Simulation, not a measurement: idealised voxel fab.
The document below concerns the process module designated voxel double patterning.
Xsec cut, 235 nm wide, square cell size 5 nm.
This document writes a cross-section as a grid whose cells are square, and gives it as bands, listed from the top down; one or more rows of cells form a band. For a band, the entry starts with two heights in nm, that of the top and then that of the bottom, and carries on with the band's materials in order from left to right, each alongside its width in nm; the word "throughout" beside a single material means it fills the band edge to edge, and "blank" means empty space. Height is counted from the level 0, under which the received wafer is composed throughout of one material. The lowest of the bands is not closed at the bottom but continues downward, in the notation "0 nm and below". A two-number width, for instance "30 to 40", indicates that the width is equal to the first number in the top row of the band and to the second number in the bottom row, and that it changes by a constant amount per row of cells. "left unchanged" -> step changed no cross-section cell. Each empty space that has no open way to the top and spans at least 8 cells appears under "Voids, fully enclosed" as width x height at distance, the distance counted from the left edge, all in nm. Past the settings on a step's line: simulator remark, on that step. "overlay nm" answers the question of how far to the right of plan the mask lay on a step that has a mask, and when it is negative the answer is to the left.

[Below is the list of planned process steps]
1 RECEIVE: material Si
2 CONFORMAL_DEP: material SiN, thk nm 5
3 DIRECTIONAL_DEP: material SiO2, thk nm 15
4 DIRECTIONAL_DEP: material SiCN, thk nm 10
5 PATTERN: tone open, mask id FIRST, material resist, width nm 15, pitch nm 50, thk nm 15, overlay nm 0
6 DIRECTIONAL_ETCH: etch materials SiCN, depth nm 10
7 STRIP: etch materials resist
8 MASKED_ETCH: tone open, mask id SECOND, width nm 15, etch materials SiCN, depth nm 10, overlay nm 0
9 DIRECTIONAL_ETCH: etch materials SiO2, depth nm 15
10 STRIP: etch materials SiCN

[Here's what the wafer looked like in cross-section when it arrived - that's after step 1]
> 0 nm and below: Si throughout
> Voids, fully enclosed: none

[Post-module cross-section: identical start and plan to those above, one misstep in execution]
> 15 nm to 5 nm: SiO2 throughout
> 5 nm to 0 nm: SiN throughout
> 0 nm and below: Si throughout
> Voids, fully enclosed: none
Processing error: the process deviated at step 4: the operation and settings actually run there were DIRECTIONAL_DEP: material SiO2, thk nm 10
